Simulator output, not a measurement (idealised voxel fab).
Module name: voxel transistor to metal (process module)
Cross-section cut spans 200 nm and uses square cells 5 nm in size.
For the purposes of this document, a cross-section shall be understood as a grid of square cells, specified as bands listed in top-to-bottom order, each band consisting of one or more rows of cells. It is stipulated that each band's entry specify, in nanometres, the height of the top of the band and then that of its bottom, followed by the materials of the band in left-to-right sequence, each together with its width in nanometres. A single material marked by the word "full width" is understood to fill the band from edge to edge; the word "air" is understood to denote empty space. Heights are expressed relative to 0, this being the level below which the as-received wafer comprises one material exclusively. The lowest band is unbounded in the downward direction and is denoted as in "0 down". Note: "30 to 40" means the width goes from the first number (top row of the band) to the second number (bottom row) in equal steps per row of cells. Where the words "left unchanged" appear for a step, the cross-section shows no cell changed by that step; every cell remained as before. "Unvented internal voids" contains a list of empty spaces, each no smaller than 8 cells and without an open way to the top, written in the form width x height at distance with the distance from the left edge and all three in nm. On a step's line, text after the settings is the simulator commenting on that step. overlay nm: right-of-plan distance of the mask on a masked step; negative values mean left-of-plan.
Here's what the planned process steps look like:
1. RECEIVE: material Si
2. CONFORMAL_DEP: material SiO2, thk nm 5
3. CONFORMAL_DEP: material SiN, thk nm 10
4. MASKED_ETCH: tone cover, mask id ACTIVE, width nm 135, etch materials SiN, depth nm 10, overlay nm 0
5. MASKED_ETCH: tone cover, mask id ACTIVE, width nm 135, etch materials SiO2, depth nm 5, overlay nm 0
6. MASKED_ETCH: tone cover, mask id ACTIVE, width nm 135, etch materials Si, depth nm 35, overlay nm 0
7. OXIDIZE: depth nm 5
8. FILL_DEP: material SiO2, thk nm 10
9. CMP: height nm 15
10. SELECTIVE_ETCH: etch materials SiO2, depth nm 5
11. STRIP: etch materials SiN
12. SELECTIVE_ETCH: etch materials SiO2, depth nm 5
13. OXIDIZE: depth nm 5
14. DIRECTIONAL_DEP: material polySi, thk nm 30
15. DIRECTIONAL_DEP: material SiCN, thk nm 15
16. DIRECTIONAL_DEP: material aC, thk nm 15
17. PATTERN: tone cover, mask id GATE, material resist, width nm 35, thk nm 35, overlay nm 0
18. DIRECTIONAL_ETCH: etch materials aC, depth nm 15
19. STRIP: etch materials resist
20. DIRECTIONAL_ETCH: etch materials SiCN, depth nm 25
21. DIRECTIONAL_ETCH: etch materials polySi, depth nm 40
22. STRIP: etch materials aC
23. CONFORMAL_DEP: material SiO2, thk nm 5
24. DIRECTIONAL_ETCH: etch materials SiO2, depth nm 5
25. CONFORMAL_DEP: material SiN, thk nm 10
26. DIRECTIONAL_ETCH: etch materials SiN, depth nm 10
27. DIRECTIONAL_ETCH: etch materials SiO2, depth nm 5
28. DIRECTIONAL_ETCH: etch materials Si, depth nm 5
29. EPI: material pSi, thk nm 5
30. FILL_DEP: material SiO2, thk nm 5
31. CMP: height nm 30
32. STRIP: etch materials polySi
33. SELECTIVE_ETCH: etch materials SiO2, depth nm 5
34. CONFORMAL_DEP: material HfO2, thk nm 5
35. CONFORMAL_DEP: material TiN, thk nm 5
36. FILL_DEP: material W, thk nm 5
37. CMP: height nm 25
38. DIRECTIONAL_DEP: material SiO2, thk nm 10
39. PATTERN: tone open, mask id CONTACT, material resist, width nm 20, pitch nm 95, thk nm 15, overlay nm 0
40. DIRECTIONAL_ETCH: etch materials SiO2, depth nm 40
41. STRIP: etch materials resist
42. CONFORMAL_DEP: material TiN, thk nm 5
43. FILL_DEP: material W, thk nm 10
44. CMP: height nm 35
45. DIRECTIONAL_DEP: material TiN, thk nm 5
46. DIRECTIONAL_DEP: material Ru, thk nm 15
47. MASKED_ETCH: tone cover, mask id METAL_1, width nm 20, pitch nm 95, etch materials Ru, depth nm 15, overlay nm 0
48. MASKED_ETCH: tone cover, mask id METAL_1, width nm 20, pitch nm 95, etch materials TiN, depth nm 5, overlay nm 0
49. CONFORMAL_DEP: material SiN, thk nm 5
50. FILL_DEP: material lowk, thk nm 5
51. CMP: height nm 55
52. CONFORMAL_DEP: material SiCN, thk nm 5
First out of two wafers; run went to plan:
As received (post step 1): cross-section:
	0 down  Si full width
	Unvented internal voids: none
The wafer, seen in cross-section, after step 2:
	5 to 0  SiO2 full width
	Unchanged below 0.
The wafer, seen in cross-section, after step 3:
	15 to 5  SiN full width
	Unchanged below 5.
The wafer, seen in cross-section, after step 4:
	15 to 5  30 nm air, then 135 nm SiN, then 35 nm air
	Unchanged below 5.
The wafer, seen in cross-section, after step 5:
	15 to 5  30 nm air, then 135 nm SiN, then 35 nm air
	5 to 0  30 nm air, then 135 nm SiO2, then 35 nm air
	Unchanged below 0.
The wafer, seen in cross-section, after step 6:
	15 to 5  30 nm air, then 135 nm SiN, then 35 nm air
	5 to 0  30 nm air, then 135 nm SiO2, then 35 nm air
	0 to -35  30 nm air, then 135 nm Si, then 35 nm air
	Unchanged below -35.
The wafer, seen in cross-section, after step 7:
	15 to 5  30 nm air, then 135 nm SiN, then 35 nm air
	5 to 0  30 nm air, then 135 nm SiO2, then 35 nm air
	0 to -35  30 nm air, then 5 nm SiO2, then 125 nm Si, then 5 nm SiO2, then 35 nm air
	-35 to -40  35 nm SiO2, then 125 nm Si, then 40 nm SiO2
	Unchanged below -40.
The wafer, seen in cross-section, after step 8:
	25 to 15  SiO2 full width
	15 to 5  30 nm SiO2, then 135 nm SiN, then 35 nm SiO2
	5 to 0  SiO2 full width
	0 to -40  35 nm SiO2, then 125 nm Si, then 40 nm SiO2
	Unchanged below -40.
The wafer, seen in cross-section, after step 9:
	15 to 5  30 nm SiO2, then 135 nm SiN, then 35 nm SiO2
	Unchanged below 5.
The wafer, seen in cross-section, after step 10:
	15 to 10  30 nm air, then 135 nm SiN, then 35 nm air
	Unchanged below 10.
The wafer, seen in cross-section, after step 11:
	10 to 5  30 nm SiO2, then 135 nm air, then 35 nm SiO2
	Unchanged below 5.
The wafer, seen in cross-section, after step 12:
	5 to 0  25 nm SiO2, then 145 nm air, then 30 nm SiO2
	Unchanged below 0.
The wafer, seen in cross-section, after step 13:
	5 to 0  25 nm SiO2, then 145 nm air, then 30 nm SiO2
	0 to -5  SiO2 full width
	Unchanged below -5.
The wafer, seen in cross-section, after step 14:
	35 to 30  25 nm polySi, then 145 nm air, then 30 nm polySi
	30 to 5  polySi full width
	5 to 0  25 nm SiO2, then 145 nm polySi, then 30 nm SiO2
	Unchanged below 0.
The wafer, seen in cross-section, after step 15:
	50 to 45  25 nm SiCN, then 145 nm air, then 30 nm SiCN
	45 to 35  SiCN full width
	35 to 30  25 nm polySi, then 145 nm SiCN, then 30 nm polySi
	Unchanged below 30.
The wafer, seen in cross-section, after step 16:
	65 to 60  25 nm aC, then 145 nm air, then 30 nm aC
	60 to 50  aC full width
	50 to 45  25 nm SiCN, then 145 nm aC, then 30 nm SiCN
	Unchanged below 45.
The wafer, seen in cross-section, after step 17:
	100 to 65  80 nm air, then 35 nm resist, then 85 nm air
	65 to 60  25 nm aC, then 55 nm air, then 35 nm resist, then 55 nm air, then 30 nm aC
	Unchanged below 60.
The wafer, seen in cross-section, after step 18:
	85 to 60  80 nm air, then 35 nm resist, then 85 nm air
	60 to 50  80 nm air, then 35 nm aC, then 85 nm air
	50 to 45  25 nm SiCN, then 55 nm air, then 35 nm aC, then 55 nm air, then 30 nm SiCN
	Unchanged below 45.
The wafer, seen in cross-section, after step 19:
	60 to 50  80 nm air, then 35 nm aC, then 85 nm air
	Unchanged below 50.
The wafer, seen in cross-section, after step 20:
	60 to 45  80 nm air, then 35 nm aC, then 85 nm air
	45 to 35  80 nm air, then 35 nm SiCN, then 85 nm air
	35 to 30  25 nm polySi, then 55 nm air, then 35 nm SiCN, then 55 nm air, then 30 nm polySi
	Unchanged below 30.
The wafer, seen in cross-section, after step 21:
	60 to 45  80 nm air, then 35 nm aC, then 85 nm air
	45 to 30  80 nm air, then 35 nm SiCN, then 85 nm air
	30 to 5  80 nm air, then 35 nm polySi, then 85 nm air
	5 to 0  25 nm SiO2, then 55 nm air, then 35 nm polySi, then 55 nm air, then 30 nm SiO2
	Unchanged below 0.
The wafer, seen in cross-section, after step 22:
	45 to 30  80 nm air, then 35 nm SiCN, then 85 nm air
	Unchanged below 30.
The wafer, seen in cross-section, after step 23:
	50 to 45  75 nm air, then 45 nm SiO2, then 80 nm air
	45 to 30  75 nm air, then 5 nm SiO2, then 35 nm SiCN, then 5 nm SiO2, then 80 nm air
	30 to 10  75 nm air, then 5 nm SiO2, then 35 nm polySi, then 5 nm SiO2, then 80 nm air
	10 to 5  30 nm SiO2, then 45 nm air, then 5 nm SiO2, then 35 nm polySi, then 5 nm SiO2, then 45 nm air, then 35 nm SiO2
	5 to 0  80 nm SiO2, then 35 nm polySi, then 85 nm SiO2
	Unchanged below 0.
The wafer, seen in cross-section, after step 24:
	45 to 30  75 nm air, then 5 nm SiO2, then 35 nm SiCN, then 5 nm SiO2, then 80 nm air
	30 to 5  75 nm air, then 5 nm SiO2, then 35 nm polySi, then 5 nm SiO2, then 80 nm air
	5 to 0  30 nm SiO2, then 45 nm air, then 5 nm SiO2, then 35 nm polySi, then 5 nm SiO2, then 45 nm air, then 35 nm SiO2
	Unchanged below 0.
The wafer, seen in cross-section, after step 25:
	55 to 45  65 nm air, then 65 nm SiN, then 70 nm air
	45 to 30  65 nm air, then 10 nm SiN, then 5 nm SiO2, then 35 nm SiCN, then 5 nm SiO2, then 10 nm SiN, then 70 nm air
	30 to 15  65 nm air, then 10 nm SiN, then 5 nm SiO2, then 35 nm polySi, then 5 nm SiO2, then 10 nm SiN, then 70 nm air
	15 to 10  40 nm SiN, then 25 nm air, then 10 nm SiN, then 5 nm SiO2, then 35 nm polySi, then 5 nm SiO2, then 10 nm SiN, then 25 nm air, then 45 nm SiN
	10 to 5  75 nm SiN, then 5 nm SiO2, then 35 nm polySi, then 5 nm SiO2, then 80 nm SiN
	5 to 0  30 nm SiO2, then 45 nm SiN, then 5 nm SiO2, then 35 nm polySi, then 5 nm SiO2, then 45 nm SiN, then 35 nm SiO2
	Unchanged below 0.
The wafer, seen in cross-section, after step 26:
	45 to 30  65 nm air, then 10 nm SiN, then 5 nm SiO2, then 35 nm SiCN, then 5 nm SiO2, then 10 nm SiN, then 70 nm air
	30 to 5  65 nm air, then 10 nm SiN, then 5 nm SiO2, then 35 nm polySi, then 5 nm SiO2, then 10 nm SiN, then 70 nm air
	5 to 0  30 nm SiO2, then 10 nm SiN, then 25 nm air, then 10 nm SiN, then 5 nm SiO2, then 35 nm polySi, then 5 nm SiO2, then 10 nm SiN, then 25 nm air, then 10 nm SiN, then 35 nm SiO2
	Unchanged below 0.
The wafer, seen in cross-section, after step 27:
	45 to 40  65 nm air, then 10 nm SiN, then 5 nm air, then 35 nm SiCN, then 5 nm air, then 10 nm SiN, then 70 nm air
	40 to 30  65 nm air, then 10 nm SiN, then 5 nm SiO2, then 35 nm SiCN, then 5 nm SiO2, then 10 nm SiN, then 70 nm air
	30 to 5  65 nm air, then 10 nm SiN, then 5 nm SiO2, then 35 nm polySi, then 5 nm SiO2, then 10 nm SiN, then 70 nm air
	5 to 0  30 nm air, then 10 nm SiN, then 25 nm air, then 10 nm SiN, then 5 nm SiO2, then 35 nm polySi, then 5 nm SiO2, then 10 nm SiN, then 25 nm air, then 10 nm SiN, then 35 nm air
	0 to -5  40 nm SiO2, then 25 nm air, then 65 nm SiO2, then 25 nm air, then 45 nm SiO2
	Unchanged below -5.
The wafer, seen in cross-section, after step 28:
	45 to 40  65 nm air, then 10 nm SiN, then 5 nm air, then 35 nm SiCN, then 5 nm air, then 10 nm SiN, then 70 nm air
	40 to 30  65 nm air, then 10 nm SiN, then 5 nm SiO2, then 35 nm SiCN, then 5 nm SiO2, then 10 nm SiN, then 70 nm air
	30 to 5  65 nm air, then 10 nm SiN, then 5 nm SiO2, then 35 nm polySi, then 5 nm SiO2, then 10 nm SiN, then 70 nm air
	5 to 0  30 nm air, then 10 nm SiN, then 25 nm air, then 10 nm SiN, then 5 nm SiO2, then 35 nm polySi, then 5 nm SiO2, then 10 nm SiN, then 25 nm air, then 10 nm SiN, then 35 nm air
	0 to -5  40 nm SiO2, then 25 nm air, then 65 nm SiO2, then 25 nm air, then 45 nm SiO2
	-5 to -10  35 nm SiO2, then 5 nm Si, then 25 nm air, then 65 nm Si, then 25 nm air, then 5 nm Si, then 40 nm SiO2
	Unchanged below -10.
The wafer, seen in cross-section, after step 29:
	45 to 40  65 nm air, then 10 nm SiN, then 5 nm air, then 35 nm SiCN, then 5 nm air, then 10 nm SiN, then 70 nm air
	40 to 30  65 nm air, then 10 nm SiN, then 5 nm SiO2, then 35 nm SiCN, then 5 nm SiO2, then 10 nm SiN, then 70 nm air
	30 to 5  65 nm air, then 10 nm SiN, then 5 nm SiO2, then 35 nm polySi, then 5 nm SiO2, then 10 nm SiN, then 70 nm air
	5 to 0  30 nm air, then 10 nm SiN, then 25 nm air, then 10 nm SiN, then 5 nm SiO2, then 35 nm polySi, then 5 nm SiO2, then 10 nm SiN, then 25 nm air, then 10 nm SiN, then 35 nm air
	0 to -5  40 nm SiO2, then 5 nm pSi, then 15 nm air, then 5 nm pSi, then 65 nm SiO2, then 5 nm pSi, then 15 nm air, then 5 nm pSi, then 45 nm SiO2
	-5 to -10  35 nm SiO2, then 5 nm Si, then 25 nm pSi, then 65 nm Si, then 25 nm pSi, then 5 nm Si, then 40 nm SiO2
	Unchanged below -10.
The wafer, seen in cross-section, after step 30:
	50 to 45  SiO2 full width
	45 to 30  65 nm SiO2, then 10 nm SiN, then 5 nm SiO2, then 35 nm SiCN, then 5 nm SiO2, then 10 nm SiN, then 70 nm SiO2
	30 to 5  65 nm SiO2, then 10 nm SiN, then 5 nm SiO2, then 35 nm polySi, then 5 nm SiO2, then 10 nm SiN, then 70 nm SiO2
	5 to 0  30 nm SiO2, then 10 nm SiN, then 25 nm SiO2, then 10 nm SiN, then 5 nm SiO2, then 35 nm polySi, then 5 nm SiO2, then 10 nm SiN, then 25 nm SiO2, then 10 nm SiN, then 35 nm SiO2
	0 to -5  40 nm SiO2, then 5 nm pSi, then 15 nm SiO2, then 5 nm pSi, then 65 nm SiO2, then 5 nm pSi, then 15 nm SiO2, then 5 nm pSi, then 45 nm SiO2
	Unchanged below -5.
The wafer, seen in cross-section, after step 31:
	30 to 5  65 nm SiO2, then 10 nm SiN, then 5 nm SiO2, then 35 nm polySi, then 5 nm SiO2, then 10 nm SiN, then 70 nm SiO2
	Unchanged below 5.
The wafer, seen in cross-section, after step 32:
	30 to 5  65 nm SiO2, then 10 nm SiN, then 5 nm SiO2, then 35 nm air, then 5 nm SiO2, then 10 nm SiN, then 70 nm SiO2
	5 to 0  30 nm SiO2, then 10 nm SiN, then 25 nm SiO2, then 10 nm SiN, then 5 nm SiO2, then 35 nm air, then 5 nm SiO2, then 10 nm SiN, then 25 nm SiO2, then 10 nm SiN, then 35 nm SiO2
	Unchanged below 0.
The wafer, seen in cross-section, after step 33:
	30 to 25  65 nm air, then 10 nm SiN, then 45 nm air, then 10 nm SiN, then 70 nm air
	25 to 5  65 nm SiO2, then 10 nm SiN, then 45 nm air, then 10 nm SiN, then 70 nm SiO2
	5 to 0  30 nm SiO2, then 10 nm SiN, then 25 nm SiO2, then 10 nm SiN, then 45 nm air, then 10 nm SiN, then 25 nm SiO2, then 10 nm SiN, then 35 nm SiO2
	0 to -5  40 nm SiO2, then 5 nm pSi, then 15 nm SiO2, then 5 nm pSi, then 10 nm SiO2, then 45 nm air, then 10 nm SiO2, then 5 nm pSi, then 15 nm SiO2, then 5 nm pSi, then 45 nm SiO2
	Unchanged below -5.
The wafer, seen in cross-section, after step 34:
	35 to 30  60 nm air, then 20 nm HfO2, then 35 nm air, then 20 nm HfO2, then 65 nm air
	30 to 25  65 nm HfO2, then 10 nm SiN, then 5 nm HfO2, then 35 nm air, then 5 nm HfO2, then 10 nm SiN, then 70 nm HfO2
	25 to 5  65 nm SiO2, then 10 nm SiN, then 5 nm HfO2, then 35 nm air, then 5 nm HfO2, then 10 nm SiN, then 70 nm SiO2
	5 to 0  30 nm SiO2, then 10 nm SiN, then 25 nm SiO2, then 10 nm SiN, then 5 nm HfO2, then 35 nm air, then 5 nm HfO2, then 10 nm SiN, then 25 nm SiO2, then 10 nm SiN, then 35 nm SiO2
	0 to -5  40 nm SiO2, then 5 nm pSi, then 15 nm SiO2, then 5 nm pSi, then 10 nm SiO2, then 45 nm HfO2, then 10 nm SiO2, then 5 nm pSi, then 15 nm SiO2, then 5 nm pSi, then 45 nm SiO2
	Unchanged below -5.
The wafer, seen in cross-section, after step 35:
	40 to 35  55 nm air, then 30 nm TiN, then 25 nm air, then 30 nm TiN, then 60 nm air
	35 to 30  60 nm TiN, then 20 nm HfO2, then 5 nm TiN, then 25 nm air, then 5 nm TiN, then 20 nm HfO2, then 65 nm TiN
	30 to 25  65 nm HfO2, then 10 nm SiN, then 5 nm HfO2, then 5 nm TiN, then 25 nm air, then 5 nm TiN, then 5 nm HfO2, then 10 nm SiN, then 70 nm HfO2
	25 to 5  65 nm SiO2, then 10 nm SiN, then 5 nm HfO2, then 5 nm TiN, then 25 nm air, then 5 nm TiN, then 5 nm HfO2, then 10 nm SiN, then 70 nm SiO2
	5 to 0  30 nm SiO2, then 10 nm SiN, then 25 nm SiO2, then 10 nm SiN, then 5 nm HfO2, then 35 nm TiN, then 5 nm HfO2, then 10 nm SiN, then 25 nm SiO2, then 10 nm SiN, then 35 nm SiO2
	Unchanged below 0.
The wafer, seen in cross-section, after step 36:
	45 to 40  W full width
	40 to 35  55 nm W, then 30 nm TiN, then 25 nm W, then 30 nm TiN, then 60 nm W
	35 to 30  60 nm TiN, then 20 nm HfO2, then 5 nm TiN, then 25 nm W, then 5 nm TiN, then 20 nm HfO2, then 65 nm TiN
	30 to 25  65 nm HfO2, then 10 nm SiN, then 5 nm HfO2, then 5 nm TiN, then 25 nm W, then 5 nm TiN, then 5 nm HfO2, then 10 nm SiN, then 70 nm HfO2
	25 to 5  65 nm SiO2, then 10 nm SiN, then 5 nm HfO2, then 5 nm TiN, then 25 nm W, then 5 nm TiN, then 5 nm HfO2, then 10 nm SiN, then 70 nm SiO2
	Unchanged below 5.
The wafer, seen in cross-section, after step 37:
	25 to 5  65 nm SiO2, then 10 nm SiN, then 5 nm HfO2, then 5 nm TiN, then 25 nm W, then 5 nm TiN, then 5 nm HfO2, then 10 nm SiN, then 70 nm SiO2
	Unchanged below 5.
The wafer, seen in cross-section, after step 38:
	35 to 25  SiO2 full width
	Unchanged below 25.
The wafer, seen in cross-section, after step 39:
	50 to 35  40 nm resist, then 20 nm air, then 75 nm resist, then 20 nm air, then 45 nm resist
	Unchanged below 35.
The wafer, seen in cross-section, after step 40:
	50 to 35  40 nm resist, then 20 nm air, then 75 nm resist, then 20 nm air, then 45 nm resist
	35 to 25  40 nm SiO2, then 20 nm air, then 75 nm SiO2, then 20 nm air, then 45 nm SiO2
	25 to 5  40 nm SiO2, then 20 nm air, then 5 nm SiO2, then 10 nm SiN, then 5 nm HfO2, then 5 nm TiN, then 25 nm W, then 5 nm TiN, then 5 nm HfO2, then 10 nm SiN, then 5 nm SiO2, then 20 nm air, then 45 nm SiO2
	5 to 0  30 nm SiO2, then 10 nm SiN, then 20 nm air, then 5 nm SiO2, then 10 nm SiN, then 5 nm HfO2, then 35 nm TiN, then 5 nm HfO2, then 10 nm SiN, then 5 nm SiO2, then 20 nm air, then 10 nm SiN, then 35 nm SiO2
	0 to -5  40 nm SiO2, then 5 nm pSi, then 15 nm air, then 5 nm pSi, then 10 nm SiO2, then 45 nm HfO2, then 10 nm SiO2, then 5 nm pSi, then 15 nm air, then 5 nm pSi, then 45 nm SiO2
	Unchanged below -5.
The wafer, seen in cross-section, after step 41:
	35 to 25  40 nm SiO2, then 20 nm air, then 75 nm SiO2, then 20 nm air, then 45 nm SiO2
	Unchanged below 25.
The wafer, seen in cross-section, after step 42:
	40 to 35  45 nm TiN, then 10 nm air, then 85 nm TiN, then 10 nm air, then 50 nm TiN
	35 to 25  40 nm SiO2, then 5 nm TiN, then 10 nm air, then 5 nm TiN, then 75 nm SiO2, then 5 nm TiN, then 10 nm air, then 5 nm TiN, then 45 nm SiO2
	25 to 5  40 nm SiO2, then 5 nm TiN, then 10 nm air, then 5 nm TiN, then 5 nm SiO2, then 10 nm SiN, then 5 nm HfO2, then 5 nm TiN, then 25 nm W, then 5 nm TiN, then 5 nm HfO2, then 10 nm SiN, then 5 nm SiO2, then 5 nm TiN, then 10 nm air, then 5 nm TiN, then 45 nm SiO2
	5 to 0  30 nm SiO2, then 10 nm SiN, then 10 nm TiN, then 5 nm air, then 5 nm TiN, then 5 nm SiO2, then 10 nm SiN, then 5 nm HfO2, then 35 nm TiN, then 5 nm HfO2, then 10 nm SiN, then 5 nm SiO2, then 5 nm TiN, then 5 nm air, then 10 nm TiN, then 10 nm SiN, then 35 nm SiO2
	0 to -5  40 nm SiO2, then 5 nm pSi, then 15 nm TiN, then 5 nm pSi, then 10 nm SiO2, then 45 nm HfO2, then 10 nm SiO2, then 5 nm pSi, then 15 nm TiN, then 5 nm pSi, then 45 nm SiO2
	Unchanged below -5.
The wafer, seen in cross-section, after step 43:
	50 to 40  W full width
	40 to 35  45 nm TiN, then 10 nm W, then 85 nm TiN, then 10 nm W, then 50 nm TiN
	35 to 25  40 nm SiO2, then 5 nm TiN, then 10 nm W, then 5 nm TiN, then 75 nm SiO2, then 5 nm TiN, then 10 nm W, then 5 nm TiN, then 45 nm SiO2
	25 to 5  40 nm SiO2, then 5 nm TiN, then 10 nm W, then 5 nm TiN, then 5 nm SiO2, then 10 nm SiN, then 5 nm HfO2, then 5 nm TiN, then 25 nm W, then 5 nm TiN, then 5 nm HfO2, then 10 nm SiN, then 5 nm SiO2, then 5 nm TiN, then 10 nm W, then 5 nm TiN, then 45 nm SiO2
	5 to 0  30 nm SiO2, then 10 nm SiN, then 10 nm TiN, then 5 nm W, then 5 nm TiN, then 5 nm SiO2, then 10 nm SiN, then 5 nm HfO2, then 35 nm TiN, then 5 nm HfO2, then 10 nm SiN, then 5 nm SiO2, then 5 nm TiN, then 5 nm W, then 10 nm TiN, then 10 nm SiN, then 35 nm SiO2
	Unchanged below 0.
The wafer, seen in cross-section, after step 44:
	35 to 25  40 nm SiO2, then 5 nm TiN, then 10 nm W, then 5 nm TiN, then 75 nm SiO2, then 5 nm TiN, then 10 nm W, then 5 nm TiN, then 45 nm SiO2
	Unchanged below 25.
The wafer, seen in cross-section, after step 45:
	40 to 35  TiN full width
	Unchanged below 35.
The wafer, seen in cross-section, after step 46:
	55 to 40  Ru full width
	Unchanged below 40.
The wafer, seen in cross-section, after step 47:
	55 to 40  40 nm air, then 20 nm Ru, then 75 nm air, then 20 nm Ru, then 45 nm air
	Unchanged below 40.
The wafer, seen in cross-section, after step 48:
	55 to 40  40 nm air, then 20 nm Ru, then 75 nm air, then 20 nm Ru, then 45 nm air
	40 to 35  40 nm air, then 20 nm TiN, then 75 nm air, then 20 nm TiN, then 45 nm air
	Unchanged below 35.
The wafer, seen in cross-section, after step 49:
	60 to 55  35 nm air, then 30 nm SiN, then 65 nm air, then 30 nm SiN, then 40 nm air
	55 to 40  35 nm air, then 5 nm SiN, then 20 nm Ru, then 5 nm SiN, then 65 nm air, then 5 nm SiN, then 20 nm Ru, then 5 nm SiN, then 40 nm air
	40 to 35  40 nm SiN, then 20 nm TiN, then 75 nm SiN, then 20 nm TiN, then 45 nm SiN
	Unchanged below 35.
The wafer, seen in cross-section, after step 50:
	65 to 60  lowk full width
	60 to 55  35 nm lowk, then 30 nm SiN, then 65 nm lowk, then 30 nm SiN, then 40 nm lowk
	55 to 40  35 nm lowk, then 5 nm SiN, then 20 nm Ru, then 5 nm SiN, then 65 nm lowk, then 5 nm SiN, then 20 nm Ru, then 5 nm SiN, then 40 nm lowk
	Unchanged below 40.
The wafer, seen in cross-section, after step 51:
	55 to 40  35 nm lowk, then 5 nm SiN, then 20 nm Ru, then 5 nm SiN, then 65 nm lowk, then 5 nm SiN, then 20 nm Ru, then 5 nm SiN, then 40 nm lowk
	Unchanged below 40.
The wafer, seen in cross-section, after step 52:
	60 to 55  SiCN full width
	Unchanged below 55.
Second wafer. Start and plan as for the first. One mistake made in running. Agrees with the first up to and including step 46:
Second wafer, sectioned view, at step 47's planned end time:
	55 to 40  40 nm Ru, then 20 nm air, then 75 nm Ru, then 20 nm air, then 45 nm Ru
	Unchanged below 40.
Second wafer, sectioned view, at step 48's planned end time: left unchanged
Second wafer, sectioned view, at step 49's planned end time:
	60 to 55  45 nm SiN, then 10 nm air, then 85 nm SiN, then 10 nm air, then 50 nm SiN
	55 to 45  40 nm Ru, then 5 nm SiN, then 10 nm air, then 5 nm SiN, then 75 nm Ru, then 5 nm SiN, then 10 nm air, then 5 nm SiN, then 45 nm Ru
	45 to 40  40 nm Ru, then 20 nm SiN, then 75 nm Ru, then 20 nm SiN, then 45 nm Ru
	Unchanged below 40.
Second wafer, sectioned view, at step 50's planned end time:
	65 to 60  lowk full width
	60 to 55  45 nm SiN, then 10 nm lowk, then 85 nm SiN, then 10 nm lowk, then 50 nm SiN
	55 to 45  40 nm Ru, then 5 nm SiN, then 10 nm lowk, then 5 nm SiN, then 75 nm Ru, then 5 nm SiN, then 10 nm lowk, then 5 nm SiN, then 45 nm Ru
	Unchanged below 45.
Second wafer, sectioned view, at step 51's planned end time:
	55 to 45  40 nm Ru, then 5 nm SiN, then 10 nm lowk, then 5 nm SiN, then 75 nm Ru, then 5 nm SiN, then 10 nm lowk, then 5 nm SiN, then 45 nm Ru
	Unchanged below 45.
Second wafer, sectioned view, at step 52's planned end time:
	60 to 55  SiCN full width
	Unchanged below 55.
Want to know what went wrong? step 47 was processed under conditions differing from the plan, specifically as MASKED_ETCH: tone open, mask id METAL_1, width nm 20, pitch nm 95, etch materials Ru, depth nm 15, overlay nm 0
End check, counted in cells, second wafer has more or fewer of these materials than the first: Ru: 72 more, SiN: 28 fewer, TiN: 32 more, lowk: 76 fewer
